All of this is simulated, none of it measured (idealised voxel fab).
process module | voxel ribs on slabs
cross-section cut | 250 nm wide | cells 5 nm
A cross-section is a grid of square cells, given in bands from the top down. A band is one or more rows of cells.
Each band's line starts with the height of the band's top and of its bottom, in nm. Then come its materials from left to right, each with its width in nm. One material with "throughout" fills the band from edge to edge. "air" is empty space.
Height 0 is the level under which the wafer as received is all one material. The lowest band goes on downwards, as in "0 down".
A width such as "30 to 40" changes by the same amount from each row of cells to the next, from the band's top row to its bottom row.
"no change" after a step means that no cell of the cross-section changed.
closed voids: empty space of 8 cells or more with no open way to the top, each as width x height at its distance from the left edge, in nm
after a step's settings: what the simulator itself notes on the step
overlay nm, on a step with a mask: how far to the right of its planned place the mask lay; to the left if negative
plan
1 op RECEIVE | material Si
2 op DIRECTIONAL_DEP | material SiO2 | thk nm 25
3 op DIRECTIONAL_DEP | material polySi | thk nm 5
4 op DIRECTIONAL_DEP | material aC | thk nm 15
5 op PATTERN | tone cover | mask id RIB | material resist | width nm 20 | thk nm 35 | overlay nm 0
6 op DIRECTIONAL_ETCH | etch materials aC | depth nm 15
7 op STRIP | etch materials resist
8 op DIRECTIONAL_ETCH | etch materials polySi | depth nm 10
9 op STRIP | etch materials aC
10 op PATTERN | tone cover | mask id SLAB | material resist | width nm 50 | thk nm 15 | overlay nm 0
11 op DIRECTIONAL_ETCH | etch materials polySi | depth nm 5
12 op STRIP | etch materials resist
13 op FILL_DEP | material SiO2 | thk nm 30
14 op CMP | height nm 60
15 op DIRECTIONAL_DEP | material W | thk nm 5
16 op PATTERN | tone cover | mask id HEATER | material resist | width nm 30 | thk nm 20 | overlay nm 0
17 op DIRECTIONAL_ETCH | etch materials W | depth nm 5
18 op STRIP | etch materials resist
19 op CONFORMAL_DEP | material SiN | thk nm 5
varied across the wafers: thk nm of step 3. The plan shows the first wafer's value. All wafers start alike
first wafer as received, after step 1
  0 down: Si throughout
  closed voids: none
first wafer at the end, after step 19
  70 to 65: air 105 | SiN 40 | air 105
  65 to 60: SiN 110 | W 30 | SiN 110
  60 to 30: SiO2 throughout
  30 to 25: SiO2 115 | polySi 20 | SiO2 115
  25 to 0: SiO2 throughout
  0 down: Si throughout
  closed voids: none
last wafer at the end
  70 to 65: air 105 | SiN 40 | air 105
  65 to 60: SiN 110 | W 30 | SiN 110
  60 to 55: SiO2 throughout
  55 to 45: SiO2 115 | polySi 20 | SiO2 115
  45 to 40: SiO2 100 | polySi 50 | SiO2 100
  40 to 25: polySi throughout
  25 to 0: SiO2 throughout
  0 down: Si throughout
  closed voids: none
each wafer at the end: cells of each material gained (+) or lost (-) since it was received, then its closed voids
thk nm 5 | +52 SiN | +596 SiO2 | +6 W | +4 polySi | closed voids: none
thk nm 10 | +52 SiN | +592 SiO2 | +6 W | +8 polySi | closed voids: none
thk nm 15 | +52 SiN | +582 SiO2 | +6 W | +18 polySi | closed voids: none
thk nm 20 | +52 SiN | +532 SiO2 | +6 W | +68 polySi | closed voids: none
thk nm 25 | +52 SiN | +482 SiO2 | +6 W | +118 polySi | closed voids: none
thk nm 30 | +52 SiN | +432 SiO2 | +6 W | +168 polySi | closed voids: none
